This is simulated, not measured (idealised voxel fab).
The following is a process module called voxel capacitor over wiring.
Section shown: cut. Width: 245 nm. Cell size: 5 nm, square.
Cross-section, as written here: a square-cell grid given band by band from the top down, where a band holds one or more rows of cells.
For a band, the entry starts with two heights in nm, that of the top and then that of the bottom, and carries on with the band's materials in order from left to right, each alongside its width in nm; the word "all across" beside a single material means it fills the band edge to edge, and "empty" means empty space.
Measure heights from 0. That's the level where, below it, the as-received wafer is all one material. The lowest band is bottomless and extends downward; write it as in "0 down".
Think of "30 to 40" as a width that walks from the first number to the second as you go down the band, top row to bottom row, taking equal-sized steps from row to row.
It should be understood that the words "nothing altered", when stated for a given step, signify that the cross-section underwent no change in any of its cells during that step.
Entry "Sealed void list". Content: empty spaces with no open connection to the top, size 8 cells or greater. Each: width x height at distance. Distance: from left edge. Unit: nm.
Formally, on a step line, whatever follows the settings is a remark that the simulator itself makes on the step.
The "overlay nm" setting may appear on a step's line; for a step that uses a mask, it gives how far to the right of its planned position the mask lay, and a negative value indicates the left.

-- The process steps that were planned are listed below
1,RECEIVE, material Si
2,CONFORMAL_DEP, material SiO2, thk nm 15
3,CONFORMAL_DEP, material SiN, thk nm 5
4,DIRECTIONAL_DEP, material SiO2, thk nm 20
5,DIRECTIONAL_DEP, material aC, thk nm 10
6,PATTERN, tone open, mask id METAL_1, material resist, width nm 25, pitch nm 90, thk nm 25, overlay nm 0
7,DIRECTIONAL_ETCH, etch materials aC, depth nm 10
8,STRIP, etch materials resist
9,DIRECTIONAL_ETCH, etch materials SiO2, depth nm 20
10,DIRECTIONAL_ETCH, etch materials SiN, depth nm 5
11,STRIP, etch materials aC
12,CONFORMAL_DEP, material TiN, thk nm 5
13,FILL_DEP, material W, thk nm 10
14,CMP, height nm 40
15,CONFORMAL_DEP, material SiCN, thk nm 5
16,DIRECTIONAL_DEP, material lowk, thk nm 20
17,MASKED_ETCH, tone open, mask id PLUG_1, width nm 15, etch materials lowk, depth nm 20, overlay nm 0
18,MASKED_ETCH, tone open, mask id PLUG_1, width nm 15, etch materials SiCN, depth nm 5, overlay nm 0
19,CONFORMAL_DEP, material TiN, thk nm 5
20,FILL_DEP, material W, thk nm 5
21,CMP, height nm 65
22,DIRECTIONAL_DEP, material TiN, thk nm 10
23,DIRECTIONAL_DEP, material HfO2, thk nm 5
24,DIRECTIONAL_DEP, material TiN, thk nm 10
25,DIRECTIONAL_DEP, material aC, thk nm 15
26,PATTERN, tone cover, mask id UPPER_PLATE, material resist, width nm 70, thk nm 30, overlay nm 0
27,DIRECTIONAL_ETCH, etch materials aC, depth nm 15
28,STRIP, etch materials resist
29,DIRECTIONAL_ETCH, etch materials TiN, depth nm 10
30,DIRECTIONAL_ETCH, etch materials HfO2, depth nm 5
31,STRIP, etch materials aC
32,DIRECTIONAL_DEP, material aC, thk nm 15
33,PATTERN, tone cover, mask id LOWER_PLATE, material resist, width nm 80, thk nm 30, overlay nm 0
34,DIRECTIONAL_ETCH, etch materials aC, depth nm 15
35,STRIP, etch materials resist
36,DIRECTIONAL_ETCH, etch materials TiN, depth nm 10
37,STRIP, etch materials aC
38,FILL_DEP, material SiO2, thk nm 15
39,CMP, height nm 100
40,DIRECTIONAL_DEP, material aC, thk nm 15
41,PATTERN, tone open, mask id PLUG_2, material resist, width nm 15, thk nm 35, overlay nm 0
42,DIRECTIONAL_ETCH, etch materials aC, depth nm 15
43,STRIP, etch materials resist
44,DIRECTIONAL_ETCH, etch materials SiO2, depth nm 10
45,STRIP, etch materials aC
46,CONFORMAL_DEP, material TiN, thk nm 5
47,FILL_DEP, material Ru, thk nm 10
48,CMP, height nm 100
49,CONFORMAL_DEP, material SiN, thk nm 5

-- The cross-section here shows the wafer as received, i.e. in its state after step 1
    0 down = Si all across
    Sealed void list: none

-- First wafer of two, sectioned at end of module; run went per plan
    105 to 100 = SiN all across
    100 to 95 = SiO2 85 nm  TiN 5 nm  Ru 5 nm  TiN 5 nm  SiO2 145 nm
    95 to 90 = SiO2 85 nm  TiN 15 nm  SiO2 145 nm
    90 to 80 = SiO2 75 nm  TiN 70 nm  SiO2 100 nm
    80 to 75 = SiO2 75 nm  HfO2 70 nm  SiO2 100 nm
    75 to 65 = SiO2 70 nm  TiN 80 nm  SiO2 95 nm
    65 to 45 = lowk 75 nm  TiN 5 nm  W 5 nm  TiN 5 nm  lowk 155 nm
    45 to 40 = SiCN 75 nm  TiN 15 nm  SiCN 155 nm
    40 to 20 = SiO2 65 nm  TiN 5 nm  W 15 nm  TiN 5 nm  SiO2 65 nm  TiN 5 nm  W 15 nm  TiN 5 nm  SiO2 65 nm
    20 to 15 = SiN 65 nm  TiN 25 nm  SiN 65 nm  TiN 25 nm  SiN 65 nm
    15 to 0 = SiO2 all across
    0 down = Si all across
    Sealed void list: none

-- So this is wafer number two of the two, cut at the end of the module - it started where the first did and had the same plan, we just got one thing wrong running it
    105 to 100 = SiN all across
    100 to 95 = SiO2 85 nm  TiN 5 nm  Ru 5 nm  TiN 5 nm  SiO2 145 nm
    95 to 90 = SiO2 85 nm  TiN 15 nm  SiO2 145 nm
    90 to 80 = SiO2 80 nm  TiN 60 nm  SiO2 105 nm
    80 to 75 = SiO2 80 nm  HfO2 60 nm  SiO2 105 nm
    75 to 65 = SiO2 70 nm  TiN 80 nm  SiO2 95 nm
    65 to 45 = lowk 75 nm  TiN 5 nm  W 5 nm  TiN 5 nm  lowk 155 nm
    45 to 40 = SiCN 75 nm  TiN 15 nm  SiCN 155 nm
    40 to 20 = SiO2 65 nm  TiN 5 nm  W 15 nm  TiN 5 nm  SiO2 65 nm  TiN 5 nm  W 15 nm  TiN 5 nm  SiO2 65 nm
    20 to 15 = SiN 65 nm  TiN 25 nm  SiN 65 nm  TiN 25 nm  SiN 65 nm
    15 to 0 = SiO2 all across
    0 down = Si all across
    Sealed void list: none
The plan and the run diverged here: step 26 ran with different settings than intended, the actual operation and settings being PATTERN, tone cover, mask id UPPER_PLATE, material resist, width nm 60, thk nm 30, overlay nm 0
Final difference in cells, second wafer against first, listed per material as more or fewer: 2 fewer of HfO2, 6 more of SiO2, 4 fewer of TiN
